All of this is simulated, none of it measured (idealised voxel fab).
Process module heading - voxel self aligned vias
Pictured: cross-section cut, 250 nm wide, on a grid of 5 nm square cells.
The cross-sections in this document take the form of a grid made of square cells. They are written out as bands, in order from top to bottom. Each band consists of one or more rows of cells.
This entry defines a band. It first specifies the height of the band's top and the height of its bottom in nm, and then specifies the band's materials from left to right, stating each material with its width in nm. The word "full width" identifies a single material that fills the band from edge to edge, while the word "empty" identifies empty space.
Heads up on the height convention: 0 is the point under which the incoming wafer is all one material, and the lowest band has no bottom, it just keeps going down, like "0 down".
It should be noted that a width expressed as "30 to 40" varies in equal increments from row to row of cells within the band, taking the value of the first number at the top row and that of the second number at the bottom row.
Where the words "changes: none" appear for a step, the cross-section shows no cell changed by that step; every cell remained as before.
The list in "Unvented cavities" covers empty spaces of 8 cells or more that cannot reach the top through any open way, and it gives each as width x height at distance; the distance is from the left edge, and width, height and distance are in nm.
Text after the settings on a step's line: the simulator's own remark on that step.
A step's line can hold "overlay nm"; with a mask on that step, the setting says how far right of the planned place the mask lay, while a negative setting says it lay to the left.

The following list gives the planned process steps:
1. RECEIVE [material Si]
2. CONFORMAL_DEP [material SiO2] [thk nm 10]
3. CONFORMAL_DEP [material SiCN] [thk nm 5]
4. DIRECTIONAL_DEP [material SiO2] [thk nm 20]
5. PATTERN [tone open] [mask id LINES] [material resist] [width nm 30] [pitch nm 55] [thk nm 15] [overlay nm 0]
6. DIRECTIONAL_ETCH [etch materials SiO2] [depth nm 20]
7. STRIP [etch materials resist]
8. CONFORMAL_DEP [material TiN] [thk nm 5]
9. FILL_DEP [material Ru] [thk nm 5]
10. CMP [height nm 35]
11. SELECTIVE_ETCH [etch materials W Ru TiN] [depth nm 5]
12. FILL_DEP [material SiN] [thk nm 10]
13. CMP [height nm 35]
14. DIRECTIONAL_DEP [material SiO2] [thk nm 20]
15. MASKED_ETCH [tone open] [mask id VIAS] [width nm 40] [pitch nm 55] [etch materials SiO2] [depth nm 20] [overlay nm 0]
16. MASKED_ETCH [tone open] [mask id VIAS] [width nm 40] [pitch nm 55] [etch materials SiN] [depth nm 5] [overlay nm 0]
17. CONFORMAL_DEP [material TiN] [thk nm 5]
18. FILL_DEP [material Ru] [thk nm 10]
19. CMP [height nm 55]
20. CONFORMAL_DEP [material SiCN] [thk nm 5]

Shown in cross-section is the wafer as received, that is, as it stands after step 1:
  0 down | Si full width
  Unvented cavities: none

Starting wafer: above. Plan: above. Run: one mistake. Cross-section after the module: below:
  60 to 55 | SiCN full width
  55 to 40 | SiO2 (50) | TiN (5) | Ru (30) | TiN (5) | SiO2 (15) | TiN (5) | Ru (30) | TiN (5) | SiO2 (15) | TiN (5) | Ru (30) | TiN (5) | SiO2 (50)
  40 to 35 | SiO2 (50) | TiN (10) | Ru (25) | TiN (5) | SiO2 (15) | TiN (10) | Ru (25) | TiN (5) | SiO2 (15) | TiN (10) | Ru (25) | TiN (5) | SiO2 (50)
  35 to 30 | SiO2 (55) | TiN (35) | SiO2 (20) | TiN (35) | SiO2 (20) | TiN (35) | SiO2 (50)
  30 to 20 | SiO2 (55) | TiN (5) | Ru (25) | TiN (5) | SiO2 (20) | TiN (5) | Ru (25) | TiN (5) | SiO2 (20) | TiN (5) | Ru (25) | TiN (5) | SiO2 (50)
  20 to 15 | SiO2 (55) | TiN (35) | SiO2 (20) | TiN (35) | SiO2 (20) | TiN (35) | SiO2 (50)
  15 to 10 | SiCN full width
  10 to 0 | SiO2 full width
  0 down | Si full width
  Unvented cavities: none
Deviation noted in wafer processing: step 5 changed vs plan, executed as PATTERN [tone open] [mask id LINES] [material resist] [width nm 35] [pitch nm 55] [thk nm 15] [overlay nm 0]
